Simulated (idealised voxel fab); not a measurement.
Proc. module: voxel gate over fins
FYI the section here is cut, 235 nm wide, cells are 5 nm squares.
For the purposes of this document, a cross-section shall be understood as a grid of square cells, specified as bands listed in top-to-bottom order, each band consisting of one or more rows of cells.
In this notation a band is specified by the heights of its top and bottom, in that order and in nm, after which its materials appear from left to right, each paired with its width in nm. The word "everywhere" attached to a single material means that material fills the band from edge to edge; the word "empty" stands for empty space.
Height datum 0, below which the as-received substrate wafer is one material. Lowest band open at the bottom, running downward: "0..down".
When a width is written as two numbers, as in "30->40", the first number is the width in the top row of cells of the band and the second is the width in its bottom row, and the width changes by the same amount from each row to the next.
When a step is marked "remained unchanged", none of the cells in the cross-section changed during that step.
"Closed void inventory" specifies each empty space that is not open to the top and that occupies no fewer than 8 cells, using the form width x height at distance, the distance measured from the left edge and all three quantities in nm.
after a step's settings: what the simulator itself notes on the step
"overlay nm" on a masked step: distance the mask lay right of its planned place, negative for left.
Below you will find pairs of cross-sections. In each, one shows the wafer before one process step and the other after it, with the after view ending at the lowest band that changed. Under each pair is the step separating them, along with its settings. Do not assume the pairs form a chain: they can come from different runs of this module on the same starting wafer, and a pair continues from the pair above it only when its "Prior to step" entry says so.
PRIOR TO STEP
- 0..down  Si everywhere
- Closed void inventory: none
SECTIONAL VIEW, POST-PROCESS
- 10..0  SiN everywhere
- Unchanged below 0.
- Closed void inventory: none
In between the cross-sections above, the run called for CONFORMAL_DEP, material SiN, thk nm 10
Prior to step: we pick up right where the pair above leaves off, with its after cross-section.
SECTIONAL VIEW, POST-PROCESS
- 25..10  empty 55  resist 15  empty 40  resist 15  empty 40  resist 15  empty 55
- Unchanged below 10.
- Closed void inventory: none
In between the cross-sections above, the run called for PATTERN, tone cover, mask id FINS, material resist, width nm 15, pitch nm 55, thk nm 15, overlay nm 0
Prior to step: we pick up right where the pair above leaves off, with its after cross-section.
SECTIONAL VIEW, POST-PROCESS
- 25..10  empty 55  resist 15  empty 40  resist 15  empty 40  resist 15  empty 55
- 10..0  empty 55  SiN 15  empty 40  SiN 15  empty 40  SiN 15  empty 55
- Unchanged below 0.
- Closed void inventory: none
In between the cross-sections above, the run called for DIRECTIONAL_ETCH, etch materials SiN, depth nm 10
Prior to step: we pick up right where the pair above leaves off, with its after cross-section.
SECTIONAL VIEW, POST-PROCESS
- 25..10  empty 55  resist 15  empty 40  resist 15  empty 40  resist 15  empty 55
- 10..0  empty 55  SiN 15  empty 40  SiN 15  empty 40  SiN 15  empty 55
- 0..-40  empty 55  Si 15  empty 40  Si 15  empty 40  Si 15  empty 55
- Unchanged below -40.
- Closed void inventory: none
In between the cross-sections above, the run called for DIRECTIONAL_ETCH, etch materials Si, depth nm 40
Prior to step: we pick up right where the pair above leaves off, with its after cross-section.
SECTIONAL VIEW, POST-PROCESS
- 10..0  empty 55  SiN 15  empty 40  SiN 15  empty 40  SiN 15  empty 55
- Unchanged below 0.
- Closed void inventory: none
In between the cross-sections above, the run called for STRIP, etch materials resist
Prior to step: we pick up right where the pair above leaves off, with its after cross-section.
SECTIONAL VIEW, POST-PROCESS
- 10..0  empty 55  SiN 15  empty 40  SiN 15  empty 40  SiN 15  empty 55
- 0..-40  empty 55  SiO2 5  Si 5  SiO2 5  empty 40  SiO2 5  Si 5  SiO2 5  empty 40  SiO2 5  Si 5  SiO2 5  empty 55
- -40..-45  SiO2 60  Si 5  SiO2 50  Si 5  SiO2 50  Si 5  SiO2 60
- Unchanged below -45.
- Closed void inventory: none
In between the cross-sections above, the run called for OXIDIZE, depth nm 5
Prior to step: we pick up right where the pair above leaves off, with its after cross-section.
SECTIONAL VIEW, POST-PROCESS
- 15..10  SiO2 everywhere
- 10..0  SiO2 55  SiN 15  SiO2 40  SiN 15  SiO2 40  SiN 15  SiO2 55
- 0..-45  SiO2 60  Si 5  SiO2 50  Si 5  SiO2 50  Si 5  SiO2 60
- Unchanged below -45.
- Closed void inventory: none
In between the cross-sections above, the run called for FILL_DEP, material SiO2, thk nm 5
Prior to step: we pick up right where the pair above leaves off, with its after cross-section.
SECTIONAL VIEW, POST-PROCESS
- 10..0  SiO2 55  SiN 15  SiO2 40  SiN 15  SiO2 40  SiN 15  SiO2 55
- Unchanged below 0.
- Closed void inventory: none
In between the cross-sections above, the run called for CMP, height nm 10
Prior to step: we pick up right where the pair above leaves off, with its after cross-section.
SECTIONAL VIEW, POST-PROCESS
- 25..10  aC everywhere
- Unchanged below 10.
- Closed void inventory: none
In between the cross-sections above, the run called for DIRECTIONAL_DEP, material aC, thk nm 15
Prior to step: we pick up right where the pair above leaves off, with its after cross-section.
SECTIONAL VIEW, POST-PROCESS
- 55..25  resist 80  empty 15  resist 140
- Unchanged below 25.
- Closed void inventory: none
In between the cross-sections above, the run called for PATTERN, tone open, mask id RAIL, material resist, width nm 15, thk nm 30, overlay nm 0
Prior to step: we pick up right where the pair above leaves off, with its after cross-section.
SECTIONAL VIEW, POST-PROCESS
- 40..25  resist 80  empty 15  resist 140
- 25..10  aC 80  empty 15  aC 140
- Unchanged below 10.
- Closed void inventory: none
In between the cross-sections above, the run called for DIRECTIONAL_ETCH, etch materials aC, depth nm 15
Prior to step: we pick up right where the pair above leaves off, with its after cross-section.
SECTIONAL VIEW, POST-PROCESS
- 25..10  aC 80  empty 15  aC 140
- Unchanged below 10.
- Closed void inventory: none
In between the cross-sections above, the run called for STRIP, etch materials resist
Prior to step: we pick up right where the pair above leaves off, with its after cross-section.
SECTIONAL VIEW, POST-PROCESS
- 25..10  aC 80  empty 15  aC 140
- 10..0  SiO2 55  SiN 15  SiO2 10  empty 15  SiO2 15  SiN 15  SiO2 40  SiN 15  SiO2 55
- 0..-35  SiO2 60  Si 5  SiO2 15  empty 15  SiO2 20  Si 5  SiO2 50  Si 5  SiO2 60
- Unchanged below -35.
- Closed void inventory: none
In between the cross-sections above, the run called for DIRECTIONAL_ETCH, etch materials SiO2, depth nm 45
Prior to step: we pick up right where the pair above leaves off, with its after cross-section.
SECTIONAL VIEW, POST-PROCESS
- 10..0  SiO2 55  SiN 15  SiO2 10  empty 15  SiO2 15  SiN 15  SiO2 40  SiN 15  SiO2 55
- Unchanged below 0.
- Closed void inventory: none
In between the cross-sections above, the run called for STRIP, etch materials aC
Prior to step: we pick up right where the pair above leaves off, with its after cross-section.
SECTIONAL VIEW, POST-PROCESS
- 15..10  TiN 85  empty 5  TiN 145
- 10..0  SiO2 55  SiN 15  SiO2 10  TiN 5  empty 5  TiN 5  SiO2 15  SiN 15  SiO2 40  SiN 15  SiO2 55
- 0..-30  SiO2 60  Si 5  SiO2 15  TiN 5  empty 5  TiN 5  SiO2 20  Si 5  SiO2 50  Si 5  SiO2 60
- -30..-35  SiO2 60  Si 5  SiO2 15  TiN 15  SiO2 20  Si 5  SiO2 50  Si 5  SiO2 60
- Unchanged below -35.
- Closed void inventory: none
In between the cross-sections above, the run called for CONFORMAL_DEP, material TiN, thk nm 5
Prior to step: we pick up right where the pair above leaves off, with its after cross-section.
SECTIONAL VIEW, POST-PROCESS
- 25..15  Ru everywhere
- 15..10  TiN 85  Ru 5  TiN 145
- 10..0  SiO2 55  SiN 15  SiO2 10  TiN 5  Ru 5  TiN 5  SiO2 15  SiN 15  SiO2 40  SiN 15  SiO2 55
- 0..-30  SiO2 60  Si 5  SiO2 15  TiN 5  Ru 5  TiN 5  SiO2 20  Si 5  SiO2 50  Si 5  SiO2 60
- Unchanged below -30.
- Closed void inventory: none
In between the cross-sections above, the run called for FILL_DEP, material Ru, thk nm 10
Prior to step: we pick up right where the pair above leaves off, with its after cross-section.
SECTIONAL VIEW, POST-PROCESS
- 10..0  SiO2 55  SiN 15  SiO2 10  TiN 5  Ru 5  TiN 5  SiO2 15  SiN 15  SiO2 40  SiN 15  SiO2 55
- Unchanged below 0.
- Closed void inventory: none
In between the cross-sections above, the run called for CMP, height nm 10
Prior to step: we pick up right where the pair above leaves off, with its after cross-section.
SECTIONAL VIEW, POST-PROCESS
- 10..0  SiO2 55  SiN 15  SiO2 10  empty 15  SiO2 15  SiN 15  SiO2 40  SiN 15  SiO2 55
- 0..-20  SiO2 60  Si 5  SiO2 15  empty 15  SiO2 20  Si 5  SiO2 50  Si 5  SiO2 60
- Unchanged below -20.
- Closed void inventory: none
In between the cross-sections above, the run called for SELECTIVE_ETCH, etch materials W Ru TiN, depth nm 30
Prior to step: we pick up right where the pair above leaves off, with its after cross-section.
SECTIONAL VIEW, POST-PROCESS
- 15..10  SiO2 everywhere
- 10..0  SiO2 55  SiN 15  SiO2 40  SiN 15  SiO2 40  SiN 15  SiO2 55
- 0..-20  SiO2 60  Si 5  SiO2 50  Si 5  SiO2 50  Si 5  SiO2 60
- Unchanged below -20.
- Closed void inventory: none
In between the cross-sections above, the run called for FILL_DEP, material SiO2, thk nm 5
Prior to step: we pick up right where the pair above leaves off, with its after cross-section.
SECTIONAL VIEW, POST-PROCESS
- 10..0  SiO2 55  SiN 15  SiO2 40  SiN 15  SiO2 40  SiN 15  SiO2 55
- Unchanged below 0.
- Closed void inventory: none
In between the cross-sections above, the run called for CMP, height nm 10
Prior to step: we pick up right where the pair above leaves off, with its after cross-section.
SECTIONAL VIEW, POST-PROCESS
- 10..0  empty 55  SiN 15  empty 40  SiN 15  empty 40  SiN 15  empty 55
- 0..-15  empty 60  Si 5  empty 50  Si 5  empty 50  Si 5  empty 60
- Unchanged below -15.
- Closed void inventory: none
In between the cross-sections above, the run called for SELECTIVE_ETCH, etch materials SiO2, depth nm 25
Prior to step: we pick up right where the pair above leaves off, with its after cross-section.
SECTIONAL VIEW, POST-PROCESS
- 0..-15  empty 60  Si 5  empty 50  Si 5  empty 50  Si 5  empty 60
- Unchanged below -15.
- Closed void inventory: none
In between the cross-sections above, the run called for STRIP, etch materials SiN
Prior to step: we pick up right where the pair above leaves off, with its after cross-section.
SECTIONAL VIEW, POST-PROCESS
- 5..0  empty 55  HfO2 15  empty 40  HfO2 15  empty 40  HfO2 15  empty 55
- 0..-10  empty 55  HfO2 5  Si 5  HfO2 5  empty 40  HfO2 5  Si 5  HfO2 5  empty 40  HfO2 5  Si 5  HfO2 5  empty 55
- -10..-15  HfO2 60  Si 5  HfO2 50  Si 5  HfO2 50  Si 5  HfO2 60
- Unchanged below -15.
- Closed void inventory: none
In between the cross-sections above, the run called for CONFORMAL_DEP, material HfO2, thk nm 5
Prior to step: we pick up right where the pair above leaves off, with its after cross-section.
SECTIONAL VIEW, POST-PROCESS
- 10..5  empty 50  TiN 25  empty 30  TiN 25  empty 30  TiN 25  empty 50
- 5..0  empty 50  TiN 5  HfO2 15  TiN 5  empty 30  TiN 5  HfO2 15  TiN 5  empty 30  TiN 5  HfO2 15  TiN 5  empty 50
- 0..-5  empty 50  TiN 5  HfO2 5  Si 5  HfO2 5  TiN 5  empty 30  TiN 5  HfO2 5  Si 5  HfO2 5  TiN 5  empty 30  TiN 5  HfO2 5  Si 5  HfO2 5  TiN 5  empty 50
- -5..-10  TiN 55  HfO2 5  Si 5  HfO2 5  TiN 40  HfO2 5  Si 5  HfO2 5  TiN 40  HfO2 5  Si 5  HfO2 5  TiN 55
- Unchanged below -10.
- Closed void inventory: none
In between the cross-sections above, the run called for CONFORMAL_DEP, material TiN, thk nm 5
Prior to step: we pick up right where the pair above leaves off, with its after cross-section.
SECTIONAL VIEW, POST-PROCESS
- 20..10  W everywhere
- 10..5  W 50  TiN 25  W 30  TiN 25  W 30  TiN 25  W 50
- 5..0  W 50  TiN 5  HfO2 15  TiN 5  W 30  TiN 5  HfO2 15  TiN 5  W 30  TiN 5  HfO2 15  TiN 5  W 50
- 0..-5  W 50  TiN 5  HfO2 5  Si 5  HfO2 5  TiN 5  W 30  TiN 5  HfO2 5  Si 5  HfO2 5  TiN 5  W 30  TiN 5  HfO2 5  Si 5  HfO2 5  TiN 5  W 50
- Unchanged below -5.
- Closed void inventory: none
In between the cross-sections above, the run called for FILL_DEP, material W, thk nm 10
Prior to step: we pick up right where the pair above leaves off, with its after cross-section.
SECTIONAL VIEW, POST-PROCESS
- 15..10  W everywhere
- Unchanged below 10.
- Closed void inventory: none
In between the cross-sections above, the run called for CMP, height nm 15
Prior to step: we pick up right where the pair above leaves off, with its after cross-section.
SECTIONAL VIEW, POST-PROCESS
- 25..15  SiN everywhere
- Unchanged below 15.
- Closed void inventory: none
In between the cross-sections above, the run called for CONFORMAL_DEP, material SiN, thk nm 10
PRIOR TO STEP
- 0..-15  empty 60  Si 5  empty 50  Si 5  empty 50  Si 5  empty 60
- -15..-20  SiO2 60  Si 5  SiO2 50  Si 5  SiO2 50  Si 5  SiO2 60
- -20..-30  SiO2 60  Si 5  SiO2 15  TiN 5  Ru 5  TiN 5  SiO2 20  Si 5  SiO2 50  Si 5  SiO2 60
- -30..-35  SiO2 60  Si 5  SiO2 15  TiN 15  SiO2 20  Si 5  SiO2 50  Si 5  SiO2 60
- -35..-45  SiO2 60  Si 5  SiO2 50  Si 5  SiO2 50  Si 5  SiO2 60
- -45..down  Si everywhere
- Closed void inventory: none
SECTIONAL VIEW, POST-PROCESS
- 5..0  empty 55  TiN 15  empty 40  TiN 15  empty 40  TiN 15  empty 55
- 0..-10  empty 55  TiN 5  Si 5  TiN 5  empty 40  TiN 5  Si 5  TiN 5  empty 40  TiN 5  Si 5  TiN 5  empty 55
- -10..-15  TiN 60  Si 5  TiN 50  Si 5  TiN 50  Si 5  TiN 60
- Unchanged below -15.
- Closed void inventory: none
In between the cross-sections above, the run called for CONFORMAL_DEP, material TiN, thk nm 5
Prior to step: we pick up right where the pair above leaves off, with its after cross-section.
SECTIONAL VIEW, POST-PROCESS
- 15..5  W everywhere
- 5..0  W 55  TiN 15  W 40  TiN 15  W 40  TiN 15  W 55
- 0..-10  W 55  TiN 5  Si 5  TiN 5  W 40  TiN 5  Si 5  TiN 5  W 40  TiN 5  Si 5  TiN 5  W 55
- Unchanged below -10.
- Closed void inventory: none
In between the cross-sections above, the run called for FILL_DEP, material W, thk nm 10
Prior to step: we pick up right where the pair above leaves off, with its after cross-section.
SECTIONAL VIEW, POST-PROCESS
- 25..15  SiN everywhere
- Unchanged below 15.
- Closed void inventory: none
In between the cross-sections above, the run called for CONFORMAL_DEP, material SiN, thk nm 10
PRIOR TO STEP
- 10..0  empty 55  SiN 15  empty 40  SiN 15  empty 40  SiN 15  empty 55
- 0..-15  empty 60  Si 5  empty 50  Si 5  empty 50  Si 5  empty 60
- -15..-20  SiO2 60  Si 5  SiO2 50  Si 5  SiO2 50  Si 5  SiO2 60
- -20..-30  SiO2 60  Si 5  SiO2 15  TiN 5  Ru 5  TiN 5  SiO2 20  Si 5  SiO2 50  Si 5  SiO2 60
- -30..-35  SiO2 60  Si 5  SiO2 15  TiN 15  SiO2 20  Si 5  SiO2 50  Si 5  SiO2 60
- -35..-45  SiO2 60  Si 5  SiO2 50  Si 5  SiO2 50  Si 5  SiO2 60
- -45..down  Si everywhere
- Closed void inventory: none
SECTIONAL VIEW, POST-PROCESS
- 10..0  empty 55  SiN 15  empty 40  SiN 15  empty 40  SiN 15  empty 55
- 0..-20  empty 60  Si 5  empty 50  Si 5  empty 50  Si 5  empty 60
- -20..-30  empty 60  Si 5  empty 15  TiN 5  Ru 5  TiN 5  empty 20  Si 5  empty 50  Si 5  empty 60
- -30..-35  empty 60  Si 5  empty 15  TiN 15  empty 20  Si 5  empty 50  Si 5  empty 60
- -35..-40  empty 60  Si 5  empty 20  SiO2 5  empty 25  Si 5  empty 50  Si 5  empty 60
- Unchanged below -40.
- Closed void inventory: none
In between the cross-sections above, the run called for SELECTIVE_ETCH, etch materials SiO2, depth nm 25
Prior to step: we pick up right where the pair above leaves off, with its after cross-section.
SECTIONAL VIEW, POST-PROCESS
- 0..-20  empty 60  Si 5  empty 50  Si 5  empty 50  Si 5  empty 60
- Unchanged below -20.
- Closed void inventory: none
In between the cross-sections above, the run called for STRIP, etch materials SiN
Prior to step: we pick up right where the pair above leaves off, with its after cross-section.
SECTIONAL VIEW, POST-PROCESS
- 5..0  empty 55  HfO2 15  empty 40  HfO2 15  empty 40  HfO2 15  empty 55
- 0..-15  empty 55  HfO2 5  Si 5  HfO2 5  empty 40  HfO2 5  Si 5  HfO2 5  empty 40  HfO2 5  Si 5  HfO2 5  empty 55
- -15..-20  empty 55  HfO2 5  Si 5  HfO2 5  empty 5  HfO2 25  empty 10  HfO2 5  Si 5  HfO2 5  empty 40  HfO2 5  Si 5  HfO2 5  empty 55
- -20..-30  empty 55  HfO2 5  Si 5  HfO2 5  empty 5  HfO2 5  TiN 5  Ru 5  TiN 5  HfO2 5  empty 10  HfO2 5  Si 5  HfO2 5  empty 40  HfO2 5  Si 5  HfO2 5  empty 55
- -30..-35  empty 55  HfO2 5  Si 5  HfO2 5  empty 5  HfO2 5  TiN 15  HfO2 5  empty 10  HfO2 5  Si 5  HfO2 5  empty 40  HfO2 5  Si 5  HfO2 5  empty 55
- -35..-40  HfO2 60  Si 5  HfO2 20  SiO2 5  HfO2 25  Si 5  HfO2 50  Si 5  HfO2 60
- Unchanged below -40.
- Closed void inventory: none
In between the cross-sections above, the run called for CONFORMAL_DEP, material HfO2, thk nm 5
Prior to step: we pick up right where the pair above leaves off, with its after cross-section.
SECTIONAL VIEW, POST-PROCESS
- 10..5  empty 50  TiN 25  empty 30  TiN 25  empty 30  TiN 25  empty 50
- 5..0  empty 50  TiN 5  HfO2 15  TiN 5  empty 30  TiN 5  HfO2 15  TiN 5  empty 30  TiN 5  HfO2 15  TiN 5  empty 50
- 0..-10  empty 50  TiN 5  HfO2 5  Si 5  HfO2 5  TiN 5  empty 30  TiN 5  HfO2 5  Si 5  HfO2 5  TiN 5  empty 30  TiN 5  HfO2 5  Si 5  HfO2 5  TiN 5  empty 50
- -10..-15  empty 50  TiN 5  HfO2 5  Si 5  HfO2 5  TiN 40  HfO2 5  Si 5  HfO2 5  TiN 5  empty 30  TiN 5  HfO2 5  Si 5  HfO2 5  TiN 5  empty 50
- -15..-20  empty 50  TiN 5  HfO2 5  Si 5  HfO2 5  TiN 5  HfO2 25  TiN 10  HfO2 5  Si 5  HfO2 5  TiN 5  empty 30  TiN 5  HfO2 5  Si 5  HfO2 5  TiN 5  empty 50
- -20..-30  empty 50  TiN 5  HfO2 5  Si 5  HfO2 5  TiN 5  HfO2 5  TiN 5  Ru 5  TiN 5  HfO2 5  TiN 10  HfO2 5  Si 5  HfO2 5  TiN 5  empty 30  TiN 5  HfO2 5  Si 5  HfO2 5  TiN 5  empty 50
- -30..-35  TiN 55  HfO2 5  Si 5  HfO2 5  TiN 5  HfO2 5  TiN 15  HfO2 5  TiN 10  HfO2 5  Si 5  HfO2 5  TiN 40  HfO2 5  Si 5  HfO2 5  TiN 55
- Unchanged below -35.
- Closed void inventory: none
In between the cross-sections above, the run called for CONFORMAL_DEP, material TiN, thk nm 5
Prior to step: we pick up right where the pair above leaves off, with its after cross-section.
SECTIONAL VIEW, POST-PROCESS
- 20..10  W everywhere
- 10..5  W 50  TiN 25  W 30  TiN 25  W 30  TiN 25  W 50
- 5..0  W 50  TiN 5  HfO2 15  TiN 5  W 30  TiN 5  HfO2 15  TiN 5  W 30  TiN 5  HfO2 15  TiN 5  W 50
- 0..-10  W 50  TiN 5  HfO2 5  Si 5  HfO2 5  TiN 5  W 30  TiN 5  HfO2 5  Si 5  HfO2 5  TiN 5  W 30  TiN 5  HfO2 5  Si 5  HfO2 5  TiN 5  W 50
- -10..-15  W 50  TiN 5  HfO2 5  Si 5  HfO2 5  TiN 40  HfO2 5  Si 5  HfO2 5  TiN 5  W 30  TiN 5  HfO2 5  Si 5  HfO2 5  TiN 5  W 50
- -15..-20  W 50  TiN 5  HfO2 5  Si 5  HfO2 5  TiN 5  HfO2 25  TiN 10  HfO2 5  Si 5  HfO2 5  TiN 5  W 30  TiN 5  HfO2 5  Si 5  HfO2 5  TiN 5  W 50
- -20..-30  W 50  TiN 5  HfO2 5  Si 5  HfO2 5  TiN 5  HfO2 5  TiN 5  Ru 5  TiN 5  HfO2 5  TiN 10  HfO2 5  Si 5  HfO2 5  TiN 5  W 30  TiN 5  HfO2 5  Si 5  HfO2 5  TiN 5  W 50
- Unchanged below -30.
- Closed void inventory: none
In between the cross-sections above, the run called for FILL_DEP, material W, thk nm 10
Prior to step: we pick up right where the pair above leaves off, with its after cross-section.
SECTIONAL VIEW, POST-PROCESS
- 15..10  W everywhere
- Unchanged below 10.
- Closed void inventory: none
In between the cross-sections above, the run called for CMP, height nm 15
Prior to step: we pick up right where the pair above leaves off, with its after cross-section.
SECTIONAL VIEW, POST-PROCESS
- 25..15  SiN everywhere
- Unchanged below 15.
- Closed void inventory: none
In between the cross-sections above, the run called for CONFORMAL_DEP, material SiN, thk nm 10
PRIOR TO STEP
- 10..0  SiO2 55  SiN 15  SiO2 40  SiN 15  SiO2 40  SiN 15  SiO2 55
- 0..-20  SiO2 60  Si 5  SiO2 50  Si 5  SiO2 50  Si 5  SiO2 60
- -20..-30  SiO2 60  Si 5  SiO2 15  TiN 5  Ru 5  TiN 5  SiO2 20  Si 5  SiO2 50  Si 5  SiO2 60
- -30..-35  SiO2 60  Si 5  SiO2 15  TiN 15  SiO2 20  Si 5  SiO2 50  Si 5  SiO2 60
- -35..-45  SiO2 60  Si 5  SiO2 50  Si 5  SiO2 50  Si 5  SiO2 60
- -45..down  Si everywhere
- Closed void inventory: none
SECTIONAL VIEW, POST-PROCESS
- 10..0  SiO2 55  empty 15  SiO2 40  empty 15  SiO2 40  empty 15  SiO2 55
- Unchanged below 0.
- Closed void inventory: none
In between the cross-sections above, the run called for STRIP, etch materials SiN
Prior to step: we pick up right where the pair above leaves off, with its after cross-section.
SECTIONAL VIEW, POST-PROCESS
- 0..-15  empty 60  Si 5  empty 50  Si 5  empty 50  Si 5  empty 60
- -15..-20  SiO2 30  empty 30  Si 5  empty 50  Si 5  empty 50  Si 5  empty 30  SiO2 30
- -20..-25  SiO2 30  empty 30  Si 5  empty 15  TiN 5  Ru 5  TiN 5  empty 20  Si 5  empty 50  Si 5  empty 30  SiO2 30
- Unchanged below -25.
- Closed void inventory: none
In between the cross-sections above, the run called for SELECTIVE_ETCH, etch materials SiO2, depth nm 25
Prior to step: we pick up right where the pair above leaves off, with its after cross-section.
SECTIONAL VIEW, POST-PROCESS
- 5..0  empty 55  HfO2 15  empty 40  HfO2 15  empty 40  HfO2 15  empty 55
- 0..-10  empty 55  HfO2 5  Si 5  HfO2 5  empty 40  HfO2 5  Si 5  HfO2 5  empty 40  HfO2 5  Si 5  HfO2 5  empty 55
- -10..-15  HfO2 35  empty 20  HfO2 5  Si 5  HfO2 5  empty 40  HfO2 5  Si 5  HfO2 5  empty 40  HfO2 5  Si 5  HfO2 5  empty 20  HfO2 35
- -15..-20  SiO2 30  HfO2 5  empty 20  HfO2 5  Si 5  HfO2 5  empty 5  HfO2 25  empty 10  HfO2 5  Si 5  HfO2 5  empty 40  HfO2 5  Si 5  HfO2 5  empty 20  HfO2 5  SiO2 30
- -20..-25  SiO2 30  HfO2 30  Si 5  HfO2 15  TiN 5  Ru 5  TiN 5  HfO2 20  Si 5  HfO2 50  Si 5  HfO2 30  SiO2 30
- Unchanged below -25.
- Closed void inventory: none
In between the cross-sections above, the run called for CONFORMAL_DEP, material HfO2, thk nm 5
Prior to step: we pick up right where the pair above leaves off, with its after cross-section.
SECTIONAL VIEW, POST-PROCESS
- 10..5  empty 50  TiN 25  empty 30  TiN 25  empty 30  TiN 25  empty 50
- 5..0  empty 50  TiN 5  HfO2 15  TiN 5  empty 30  TiN 5  HfO2 15  TiN 5  empty 30  TiN 5  HfO2 15  TiN 5  empty 50
- 0..-5  empty 50  TiN 5  HfO2 5  Si 5  HfO2 5  TiN 5  empty 30  TiN 5  HfO2 5  Si 5  HfO2 5  TiN 5  empty 30  TiN 5  HfO2 5  Si 5  HfO2 5  TiN 5  empty 50
- -5..-10  TiN 40  empty 10  TiN 5  HfO2 5  Si 5  HfO2 5  TiN 5  empty 30  TiN 5  HfO2 5  Si 5  HfO2 5  TiN 5  empty 30  TiN 5  HfO2 5  Si 5  HfO2 5  TiN 5  empty 10  TiN 40
- -10..-15  HfO2 35  TiN 5  empty 10  TiN 5  HfO2 5  Si 5  HfO2 5  TiN 40  HfO2 5  Si 5  HfO2 5  TiN 5  empty 30  TiN 5  HfO2 5  Si 5  HfO2 5  TiN 5  empty 10  TiN 5  HfO2 35
- -15..-20  SiO2 30  HfO2 5  TiN 20  HfO2 5  Si 5  HfO2 5  TiN 5  HfO2 25  TiN 10  HfO2 5  Si 5  HfO2 5  TiN 40  HfO2 5  Si 5  HfO2 5  TiN 20  HfO2 5  SiO2 30
- Unchanged below -20.
- Closed void inventory: none
In between the cross-sections above, the run called for CONFORMAL_DEP, material TiN, thk nm 5
Prior to step: we pick up right where the pair above leaves off, with its after cross-section.
SECTIONAL VIEW, POST-PROCESS
- 20..10  W everywhere
- 10..5  W 50  TiN 25  W 30  TiN 25  W 30  TiN 25  W 50
- 5..0  W 50  TiN 5  HfO2 15  TiN 5  W 30  TiN 5  HfO2 15  TiN 5  W 30  TiN 5  HfO2 15  TiN 5  W 50
- 0..-5  W 50  TiN 5  HfO2 5  Si 5  HfO2 5  TiN 5  W 30  TiN 5  HfO2 5  Si 5  HfO2 5  TiN 5  W 30  TiN 5  HfO2 5  Si 5  HfO2 5  TiN 5  W 50
- -5..-10  TiN 40  W 10  TiN 5  HfO2 5  Si 5  HfO2 5  TiN 5  W 30  TiN 5  HfO2 5  Si 5  HfO2 5  TiN 5  W 30  TiN 5  HfO2 5  Si 5  HfO2 5  TiN 5  W 10  TiN 40
- -10..-15  HfO2 35  TiN 5  W 10  TiN 5  HfO2 5  Si 5  HfO2 5  TiN 40  HfO2 5  Si 5  HfO2 5  TiN 5  W 30  TiN 5  HfO2 5  Si 5  HfO2 5  TiN 5  W 10  TiN 5  HfO2 35
- Unchanged below -15.
- Closed void inventory: none
In between the cross-sections above, the run called for FILL_DEP, material W, thk nm 10
Prior to step: we pick up right where the pair above leaves off, with its after cross-section.
SECTIONAL VIEW, POST-PROCESS
- 15..10  W everywhere
- Unchanged below 10.
- Closed void inventory: none
In between the cross-sections above, the run called for CMP, height nm 15
Prior to step: we pick up right where the pair above leaves off, with its after cross-section.
SECTIONAL VIEW, POST-PROCESS
- 25..15  SiN everywhere
- Unchanged below 15.
- Closed void inventory: none
In between the cross-sections above, the run called for CONFORMAL_DEP, material SiN, thk nm 10
PRIOR TO STEP
- 15..10  W everywhere
- 10..5  W 50  TiN 25  W 30  TiN 25  W 30  TiN 25  W 50
- 5..0  W 50  TiN 5  HfO2 15  TiN 5  W 30  TiN 5  HfO2 15  TiN 5  W 30  TiN 5  HfO2 15  TiN 5  W 50
- 0..-5  W 50  TiN 5  HfO2 5  Si 5  HfO2 5  TiN 5  W 30  TiN 5  HfO2 5  Si 5  HfO2 5  TiN 5  W 30  TiN 5  HfO2 5  Si 5  HfO2 5  TiN 5  W 50
- -5..-10  TiN 55  HfO2 5  Si 5  HfO2 5  TiN 40  HfO2 5  Si 5  HfO2 5  TiN 40  HfO2 5  Si 5  HfO2 5  TiN 55
- -10..-15  HfO2 60  Si 5  HfO2 50  Si 5  HfO2 50  Si 5  HfO2 60
- -15..-20  SiO2 60  Si 5  SiO2 50  Si 5  SiO2 50  Si 5  SiO2 60
- -20..-30  SiO2 60  Si 5  SiO2 15  TiN 5  Ru 5  TiN 5  SiO2 20  Si 5  SiO2 50  Si 5  SiO2 60
- -30..-35  SiO2 60  Si 5  SiO2 15  TiN 15  SiO2 20  Si 5  SiO2 50  Si 5  SiO2 60
- -35..-45  SiO2 60  Si 5  SiO2 50  Si 5  SiO2 50  Si 5  SiO2 60
- -45..down  Si everywhere
- Closed void inventory: none
SECTIONAL VIEW, POST-PROCESS
- 20..15  SiN everywhere
- Unchanged below 15.
- Closed void inventory: none
In between the cross-sections above, the run called for CONFORMAL_DEP, material SiN, thk nm 5
PRIOR TO STEP
- 25..10  aC everywhere
- 10..0  SiO2 55  SiN 15  SiO2 40  SiN 15  SiO2 40  SiN 15  SiO2 55
- 0..-45  SiO2 60  Si 5  SiO2 50  Si 5  SiO2 50  Si 5  SiO2 60
- -45..down  Si everywhere
- Closed void inventory: none
SECTIONAL VIEW, POST-PROCESS
- 55..25  resist 75  empty 25  resist 135
- Unchanged below 25.
- Closed void inventory: none
In between the cross-sections above, the run called for PATTERN, tone open, mask id RAIL, material resist, width nm 25, thk nm 30, overlay nm 0
Prior to step: we pick up right where the pair above leaves off, with its after cross-section.
SECTIONAL VIEW, POST-PROCESS
- 40..25  resist 75  empty 25  resist 135
- 25..10  aC 75  empty 25  aC 135
- Unchanged below 10.
- Closed void inventory: none
In between the cross-sections above, the run called for DIRECTIONAL_ETCH, etch materials aC, depth nm 15
Prior to step: we pick up right where the pair above leaves off, with its after cross-section.
SECTIONAL VIEW, POST-PROCESS
- 25..10  aC 75  empty 25  aC 135
- Unchanged below 10.
- Closed void inventory: none
In between the cross-sections above, the run called for STRIP, etch materials resist
Prior to step: we pick up right where the pair above leaves off, with its after cross-section.
SECTIONAL VIEW, POST-PROCESS
- 25..10  aC 75  empty 25  aC 135
- 10..0  SiO2 55  SiN 15  SiO2 5  empty 25  SiO2 10  SiN 15  SiO2 40  SiN 15  SiO2 55
- 0..-35  SiO2 60  Si 5  SiO2 10  empty 25  SiO2 15  Si 5  SiO2 50  Si 5  SiO2 60
- Unchanged below -35.
- Closed void inventory: none
In between the cross-sections above, the run called for DIRECTIONAL_ETCH, etch materials SiO2, depth nm 45
Prior to step: we pick up right where the pair above leaves off, with its after cross-section.
SECTIONAL VIEW, POST-PROCESS
- 10..0  SiO2 55  SiN 15  SiO2 5  empty 25  SiO2 10  SiN 15  SiO2 40  SiN 15  SiO2 55
- Unchanged below 0.
- Closed void inventory: none
In between the cross-sections above, the run called for STRIP, etch materials aC
